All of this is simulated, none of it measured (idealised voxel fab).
Title: Process Module voxel capacitor over wiring
Cross-sectional view cut (width: 200 nm; square cell size: 5 nm).
A cross-section in this document is a grid of square cells, and it is written down as bands, the top band listed before the ones below it; a band is made up of one or more rows of cells. Band entry format. Leading values: height of top, height of bottom, nm. Remainder: materials in left-to-right order, each with its width in nm. Special words: "edge to edge" on a single material, which then fills the band edge to edge; "blank", empty space. Heights are reckoned from 0. Under this level, the received wafer is all of one material. The bottommost band is open-ended downward, for example "0 nm and below". The two numbers in a width such as "30..40" mark its ends across the band: the first belongs to the top row of cells, the second to the bottom row, and from each row to the next the width moves by the same amount. Step note "everything unchanged" = no cross-section cell changed. This entry, "Cavities, closed", enumerates those empty regions of no fewer than 8 cells that possess no open connection to the top. Each region is reported in the form width x height at distance, the distance being taken from the left edge, with all three quantities expressed in nm. That trailing text on a step's line, after the settings, is the simulator's own remark on the step. overlay nm: right-of-plan distance of the mask on a masked step; negative values mean left-of-plan.

### Steps planned for the process
step 1: RECEIVE [material Si]
step 2: CONFORMAL_DEP [material SiO2] [thk nm 15]
step 3: CONFORMAL_DEP [material SiCN] [thk nm 5]
step 4: DIRECTIONAL_DEP [material lowk] [thk nm 20]
step 5: PATTERN [tone open] [mask id METAL_1] [material resist] [width nm 20] [pitch nm 70] [thk nm 20] [overlay nm 0]
step 6: DIRECTIONAL_ETCH [etch materials lowk] [depth nm 20]
step 7: DIRECTIONAL_ETCH [etch materials SiCN] [depth nm 5]
step 8: STRIP [etch materials resist]
step 9: CONFORMAL_DEP [material TiN] [thk nm 5]
step 10: FILL_DEP [material Cu] [thk nm 10]
step 11: CMP [height nm 40]
step 12: CONFORMAL_DEP [material SiCN] [thk nm 5]
step 13: DIRECTIONAL_DEP [material lowk] [thk nm 10]
step 14: PATTERN [tone open] [mask id PLUG_1] [material resist] [width nm 15] [thk nm 15] [overlay nm 0]
step 15: DIRECTIONAL_ETCH [etch materials lowk] [depth nm 10]
step 16: DIRECTIONAL_ETCH [etch materials SiCN] [depth nm 5]
step 17: STRIP [etch materials resist]
step 18: EPI [material Ru] [thk nm 10]
step 19: EPI [material Ru] [thk nm 5]
step 20: DIRECTIONAL_DEP [material TiN] [thk nm 5]
step 21: DIRECTIONAL_DEP [material SiN] [thk nm 5]
step 22: DIRECTIONAL_DEP [material TiN] [thk nm 5]
step 23: DIRECTIONAL_DEP [material aC] [thk nm 10]
step 24: PATTERN [tone cover] [mask id UPPER_PLATE] [material resist] [width nm 55] [thk nm 30] [overlay nm 0]
step 25: DIRECTIONAL_ETCH [etch materials aC] [depth nm 10]
step 26: STRIP [etch materials resist]
step 27: DIRECTIONAL_ETCH [etch materials TiN] [depth nm 5]
step 28: DIRECTIONAL_ETCH [etch materials SiN] [depth nm 5]
step 29: STRIP [etch materials aC]
step 30: MASKED_ETCH [tone cover] [mask id LOWER_PLATE] [width nm 65] [etch materials TiN] [depth nm 5] [overlay nm 0]
step 31: FILL_DEP [material SiO2] [thk nm 15]
step 32: CMP [height nm 80]
step 33: PATTERN [tone open] [mask id PLUG_2] [material resist] [width nm 15] [thk nm 20] [overlay nm 0]
step 34: DIRECTIONAL_ETCH [etch materials SiO2] [depth nm 10]
step 35: STRIP [etch materials resist]
step 36: CONFORMAL_DEP [material TiN] [thk nm 5]
step 37: FILL_DEP [material Cu] [thk nm 10]
step 38: CMP [height nm 80]
step 39: CONFORMAL_DEP [material SiN] [thk nm 5]

### First of two wafers - as planned

### Incoming wafer in cross-section (state: after step 1)
* 0 nm and below: Si edge to edge
* Cavities, closed: none

### Cross-section: wafer state after step 2
* 15 nm to 0 nm: SiO2 edge to edge
* Whatever lies below 0 is exactly as it was before.

### Cross-section: wafer state after step 3
* 20 nm to 15 nm: SiCN edge to edge
* Whatever lies below 15 is exactly as it was before.

### Cross-section: wafer state after step 4
* 40 nm to 20 nm: lowk edge to edge
* Whatever lies below 20 is exactly as it was before.

### Cross-section: wafer state after step 5
* 60 nm to 40 nm: resist 55, blank 20, resist 50, blank 20, resist 55
* Whatever lies below 40 is exactly as it was before.

### Cross-section: wafer state after step 6
* 60 nm to 40 nm: resist 55, blank 20, resist 50, blank 20, resist 55
* 40 nm to 20 nm: lowk 55, blank 20, lowk 50, blank 20, lowk 55
* Whatever lies below 20 is exactly as it was before.

### Cross-section: wafer state after step 7
* 60 nm to 40 nm: resist 55, blank 20, resist 50, blank 20, resist 55
* 40 nm to 20 nm: lowk 55, blank 20, lowk 50, blank 20, lowk 55
* 20 nm to 15 nm: SiCN 55, blank 20, SiCN 50, blank 20, SiCN 55
* Whatever lies below 15 is exactly as it was before.

### Cross-section: wafer state after step 8
* 40 nm to 20 nm: lowk 55, blank 20, lowk 50, blank 20, lowk 55
* Whatever lies below 20 is exactly as it was before.

### Cross-section: wafer state after step 9
* 45 nm to 40 nm: TiN 60, blank 10, TiN 60, blank 10, TiN 60
* 40 nm to 20 nm: lowk 55, TiN 5, blank 10, TiN 5, lowk 50, TiN 5, blank 10, TiN 5, lowk 55
* 20 nm to 15 nm: SiCN 55, TiN 20, SiCN 50, TiN 20, SiCN 55
* Whatever lies below 15 is exactly as it was before.

### Cross-section: wafer state after step 10
* 55 nm to 45 nm: Cu edge to edge
* 45 nm to 40 nm: TiN 60, Cu 10, TiN 60, Cu 10, TiN 60
* 40 nm to 20 nm: lowk 55, TiN 5, Cu 10, TiN 5, lowk 50, TiN 5, Cu 10, TiN 5, lowk 55
* Whatever lies below 20 is exactly as it was before.

### Cross-section: wafer state after step 11
* 40 nm to 20 nm: lowk 55, TiN 5, Cu 10, TiN 5, lowk 50, TiN 5, Cu 10, TiN 5, lowk 55
* Whatever lies below 20 is exactly as it was before.

### Cross-section: wafer state after step 12
* 45 nm to 40 nm: SiCN edge to edge
* Whatever lies below 40 is exactly as it was before.

### Cross-section: wafer state after step 13
* 55 nm to 45 nm: lowk edge to edge
* Whatever lies below 45 is exactly as it was before.

### Cross-section: wafer state after step 14
* 70 nm to 55 nm: resist 60, blank 15, resist 125
* Whatever lies below 55 is exactly as it was before.

### Cross-section: wafer state after step 15
* 70 nm to 55 nm: resist 60, blank 15, resist 125
* 55 nm to 45 nm: lowk 60, blank 15, lowk 125
* Whatever lies below 45 is exactly as it was before.

### Cross-section: wafer state after step 16
* 70 nm to 55 nm: resist 60, blank 15, resist 125
* 55 nm to 45 nm: lowk 60, blank 15, lowk 125
* 45 nm to 40 nm: SiCN 60, blank 15, SiCN 125
* Whatever lies below 40 is exactly as it was before.

### Cross-section: wafer state after step 17
* 55 nm to 45 nm: lowk 60, blank 15, lowk 125
* Whatever lies below 45 is exactly as it was before.

### Cross-section: wafer state after step 18
* 55 nm to 50 nm: lowk 60, blank 15, lowk 125
* 50 nm to 45 nm: lowk 60, Ru 15, lowk 125
* 45 nm to 40 nm: SiCN 60, Ru 15, SiCN 125
* Whatever lies below 40 is exactly as it was before.

### Cross-section: wafer state after step 19
* 55 nm to 45 nm: lowk 60, Ru 15, lowk 125
* Whatever lies below 45 is exactly as it was before.

### Cross-section: wafer state after step 20
* 60 nm to 55 nm: TiN edge to edge
* Whatever lies below 55 is exactly as it was before.

### Cross-section: wafer state after step 21
* 65 nm to 60 nm: SiN edge to edge
* Whatever lies below 60 is exactly as it was before.

### Cross-section: wafer state after step 22
* 70 nm to 65 nm: TiN edge to edge
* Whatever lies below 65 is exactly as it was before.

### Cross-section: wafer state after step 23
* 80 nm to 70 nm: aC edge to edge
* Whatever lies below 70 is exactly as it was before.

### Cross-section: wafer state after step 24
* 110 nm to 80 nm: blank 60, resist 55, blank 85
* Whatever lies below 80 is exactly as it was before.

### Cross-section: wafer state after step 25
* 100 nm to 80 nm: blank 60, resist 55, blank 85
* 80 nm to 70 nm: blank 60, aC 55, blank 85
* Whatever lies below 70 is exactly as it was before.

### Cross-section: wafer state after step 26
* 80 nm to 70 nm: blank 60, aC 55, blank 85
* Whatever lies below 70 is exactly as it was before.

### Cross-section: wafer state after step 27
* 80 nm to 70 nm: blank 60, aC 55, blank 85
* 70 nm to 65 nm: blank 60, TiN 55, blank 85
* Whatever lies below 65 is exactly as it was before.

### Cross-section: wafer state after step 28
* 80 nm to 70 nm: blank 60, aC 55, blank 85
* 70 nm to 65 nm: blank 60, TiN 55, blank 85
* 65 nm to 60 nm: blank 60, SiN 55, blank 85
* Whatever lies below 60 is exactly as it was before.

### Cross-section: wafer state after step 29
* 70 nm to 65 nm: blank 60, TiN 55, blank 85
* Whatever lies below 65 is exactly as it was before.

### Cross-section: wafer state after step 30
* 70 nm to 65 nm: blank 60, TiN 55, blank 85
* 65 nm to 60 nm: blank 60, SiN 55, blank 85
* 60 nm to 55 nm: blank 55, TiN 65, blank 80
* Whatever lies below 55 is exactly as it was before.

### Cross-section: wafer state after step 31
* 85 nm to 70 nm: SiO2 edge to edge
* 70 nm to 65 nm: SiO2 60, TiN 55, SiO2 85
* 65 nm to 60 nm: SiO2 60, SiN 55, SiO2 85
* 60 nm to 55 nm: SiO2 55, TiN 65, SiO2 80
* Whatever lies below 55 is exactly as it was before.

### Cross-section: wafer state after step 32
* 80 nm to 70 nm: SiO2 edge to edge
* Whatever lies below 70 is exactly as it was before.

### Cross-section: wafer state after step 33
* 100 nm to 80 nm: resist 70, blank 15, resist 115
* Whatever lies below 80 is exactly as it was before.

### Cross-section: wafer state after step 34
* 100 nm to 80 nm: resist 70, blank 15, resist 115
* 80 nm to 70 nm: SiO2 70, blank 15, SiO2 115
* Whatever lies below 70 is exactly as it was before.

### Cross-section: wafer state after step 35
* 80 nm to 70 nm: SiO2 70, blank 15, SiO2 115
* Whatever lies below 70 is exactly as it was before.

### Cross-section: wafer state after step 36
* 85 nm to 80 nm: TiN 75, blank 5, TiN 120
* 80 nm to 75 nm: SiO2 70, TiN 5, blank 5, TiN 5, SiO2 115
* 75 nm to 65 nm: SiO2 70..60, TiN 15..55, SiO2 115..85
* Whatever lies below 65 is exactly as it was before.

### Cross-section: wafer state after step 37
* 95 nm to 85 nm: Cu edge to edge
* 85 nm to 80 nm: TiN 75, Cu 5, TiN 120
* 80 nm to 75 nm: SiO2 70, TiN 5, Cu 5, TiN 5, SiO2 115
* Whatever lies below 75 is exactly as it was before.

### Cross-section: wafer state after step 38
* 80 nm to 75 nm: SiO2 70, TiN 5, Cu 5, TiN 5, SiO2 115
* Whatever lies below 75 is exactly as it was before.

### Cross-section: wafer state after step 39
* 85 nm to 80 nm: SiN edge to edge
* Whatever lies below 80 is exactly as it was before.

### The second wafer was prepared from the same starting point and under the same plan as the first; its processing contained one mistake, and it remains indistinguishable from the first wafer up to and including step 2

Second wafer, cross-section, planned end of step 3: everything unchanged

### Second wafer, cross-section, planned end of step 4
* 35 nm to 15 nm: lowk edge to edge
* Whatever lies below 15 is exactly as it was before.

### Second wafer, cross-section, planned end of step 5
* 55 nm to 35 nm: resist 55, blank 20, resist 50, blank 20, resist 55
* Whatever lies below 35 is exactly as it was before.

### Second wafer, cross-section, planned end of step 6
* 55 nm to 35 nm: resist 55, blank 20, resist 50, blank 20, resist 55
* 35 nm to 15 nm: lowk 55, blank 20, lowk 50, blank 20, lowk 55
* Whatever lies below 15 is exactly as it was before.

Second wafer, cross-section, planned end of step 7: everything unchanged

### Second wafer, cross-section, planned end of step 8
* 35 nm to 15 nm: lowk 55, blank 20, lowk 50, blank 20, lowk 55
* Whatever lies below 15 is exactly as it was before.

### Second wafer, cross-section, planned end of step 9
* 40 nm to 35 nm: TiN 60, blank 10, TiN 60, blank 10, TiN 60
* 35 nm to 20 nm: lowk 55, TiN 5, blank 10, TiN 5, lowk 50, TiN 5, blank 10, TiN 5, lowk 55
* 20 nm to 15 nm: lowk 55, TiN 20, lowk 50, TiN 20, lowk 55
* Whatever lies below 15 is exactly as it was before.

### Second wafer, cross-section, planned end of step 10
* 50 nm to 40 nm: Cu edge to edge
* 40 nm to 35 nm: TiN 60, Cu 10, TiN 60, Cu 10, TiN 60
* 35 nm to 20 nm: lowk 55, TiN 5, Cu 10, TiN 5, lowk 50, TiN 5, Cu 10, TiN 5, lowk 55
* Whatever lies below 20 is exactly as it was before.

### Second wafer, cross-section, planned end of step 11
* 40 nm to 35 nm: TiN 60, Cu 10, TiN 60, Cu 10, TiN 60
* Whatever lies below 35 is exactly as it was before.

### Second wafer, cross-section, planned end of step 12
* 45 nm to 40 nm: SiCN edge to edge
* Whatever lies below 40 is exactly as it was before.

### Second wafer, cross-section, planned end of step 13
* 55 nm to 45 nm: lowk edge to edge
* Whatever lies below 45 is exactly as it was before.

### Second wafer, cross-section, planned end of step 14
* 70 nm to 55 nm: resist 60, blank 15, resist 125
* Whatever lies below 55 is exactly as it was before.

### Second wafer, cross-section, planned end of step 15
* 70 nm to 55 nm: resist 60, blank 15, resist 125
* 55 nm to 45 nm: lowk 60, blank 15, lowk 125
* Whatever lies below 45 is exactly as it was before.

### Second wafer, cross-section, planned end of step 16
* 70 nm to 55 nm: resist 60, blank 15, resist 125
* 55 nm to 45 nm: lowk 60, blank 15, lowk 125
* 45 nm to 40 nm: SiCN 60, blank 15, SiCN 125
* Whatever lies below 40 is exactly as it was before.

### Second wafer, cross-section, planned end of step 17
* 55 nm to 45 nm: lowk 60, blank 15, lowk 125
* Whatever lies below 45 is exactly as it was before.

### Second wafer, cross-section, planned end of step 18
* 55 nm to 50 nm: lowk 60, blank 15, lowk 125
* 50 nm to 45 nm: lowk 60, Ru 15, lowk 125
* 45 nm to 40 nm: SiCN 60, Ru 15, SiCN 125
* Whatever lies below 40 is exactly as it was before.

### Second wafer, cross-section, planned end of step 19
* 55 nm to 45 nm: lowk 60, Ru 15, lowk 125
* Whatever lies below 45 is exactly as it was before.

### Second wafer, cross-section, planned end of step 20
* 60 nm to 55 nm: TiN edge to edge
* Whatever lies below 55 is exactly as it was before.

### Second wafer, cross-section, planned end of step 21
* 65 nm to 60 nm: SiN edge to edge
* Whatever lies below 60 is exactly as it was before.

### Second wafer, cross-section, planned end of step 22
* 70 nm to 65 nm: TiN edge to edge
* Whatever lies below 65 is exactly as it was before.

### Second wafer, cross-section, planned end of step 23
* 80 nm to 70 nm: aC edge to edge
* Whatever lies below 70 is exactly as it was before.

### Second wafer, cross-section, planned end of step 24
* 110 nm to 80 nm: blank 60, resist 55, blank 85
* Whatever lies below 80 is exactly as it was before.

### Second wafer, cross-section, planned end of step 25
* 100 nm to 80 nm: blank 60, resist 55, blank 85
* 80 nm to 70 nm: blank 60, aC 55, blank 85
* Whatever lies below 70 is exactly as it was before.

### Second wafer, cross-section, planned end of step 26
* 80 nm to 70 nm: blank 60, aC 55, blank 85
* Whatever lies below 70 is exactly as it was before.

### Second wafer, cross-section, planned end of step 27
* 80 nm to 70 nm: blank 60, aC 55, blank 85
* 70 nm to 65 nm: blank 60, TiN 55, blank 85
* Whatever lies below 65 is exactly as it was before.

### Second wafer, cross-section, planned end of step 28
* 80 nm to 70 nm: blank 60, aC 55, blank 85
* 70 nm to 65 nm: blank 60, TiN 55, blank 85
* 65 nm to 60 nm: blank 60, SiN 55, blank 85
* Whatever lies below 60 is exactly as it was before.

### Second wafer, cross-section, planned end of step 29
* 70 nm to 65 nm: blank 60, TiN 55, blank 85
* Whatever lies below 65 is exactly as it was before.

### Second wafer, cross-section, planned end of step 30
* 70 nm to 65 nm: blank 60, TiN 55, blank 85
* 65 nm to 60 nm: blank 60, SiN 55, blank 85
* 60 nm to 55 nm: blank 55, TiN 65, blank 80
* Whatever lies below 55 is exactly as it was before.

### Second wafer, cross-section, planned end of step 31
* 85 nm to 70 nm: SiO2 edge to edge
* 70 nm to 65 nm: SiO2 60, TiN 55, SiO2 85
* 65 nm to 60 nm: SiO2 60, SiN 55, SiO2 85
* 60 nm to 55 nm: SiO2 55, TiN 65, SiO2 80
* Whatever lies below 55 is exactly as it was before.

### Second wafer, cross-section, planned end of step 32
* 80 nm to 70 nm: SiO2 edge to edge
* Whatever lies below 70 is exactly as it was before.

### Second wafer, cross-section, planned end of step 33
* 100 nm to 80 nm: resist 70, blank 15, resist 115
* Whatever lies below 80 is exactly as it was before.

### Second wafer, cross-section, planned end of step 34
* 100 nm to 80 nm: resist 70, blank 15, resist 115
* 80 nm to 70 nm: SiO2 70, blank 15, SiO2 115
* Whatever lies below 70 is exactly as it was before.

### Second wafer, cross-section, planned end of step 35
* 80 nm to 70 nm: SiO2 70, blank 15, SiO2 115
* Whatever lies below 70 is exactly as it was before.

### Second wafer, cross-section, planned end of step 36
* 85 nm to 80 nm: TiN 75, blank 5, TiN 120
* 80 nm to 75 nm: SiO2 70, TiN 5, blank 5, TiN 5, SiO2 115
* 75 nm to 65 nm: SiO2 70..60, TiN 15..55, SiO2 115..85
* Whatever lies below 65 is exactly as it was before.

### Second wafer, cross-section, planned end of step 37
* 95 nm to 85 nm: Cu edge to edge
* 85 nm to 80 nm: TiN 75, Cu 5, TiN 120
* 80 nm to 75 nm: SiO2 70, TiN 5, Cu 5, TiN 5, SiO2 115
* Whatever lies below 75 is exactly as it was before.

### Second wafer, cross-section, planned end of step 38
* 80 nm to 75 nm: SiO2 70, TiN 5, Cu 5, TiN 5, SiO2 115
* Whatever lies below 75 is exactly as it was before.

### Second wafer, cross-section, planned end of step 39
* 85 nm to 80 nm: SiN edge to edge
* Whatever lies below 80 is exactly as it was before.
The mistake made against the process plan was this: plan step 3 never ran because it was skipped
FYI, end of process, the second wafer has more or fewer cells of some materials than the first: 32 fewer of SiCN | 32 more of TiN
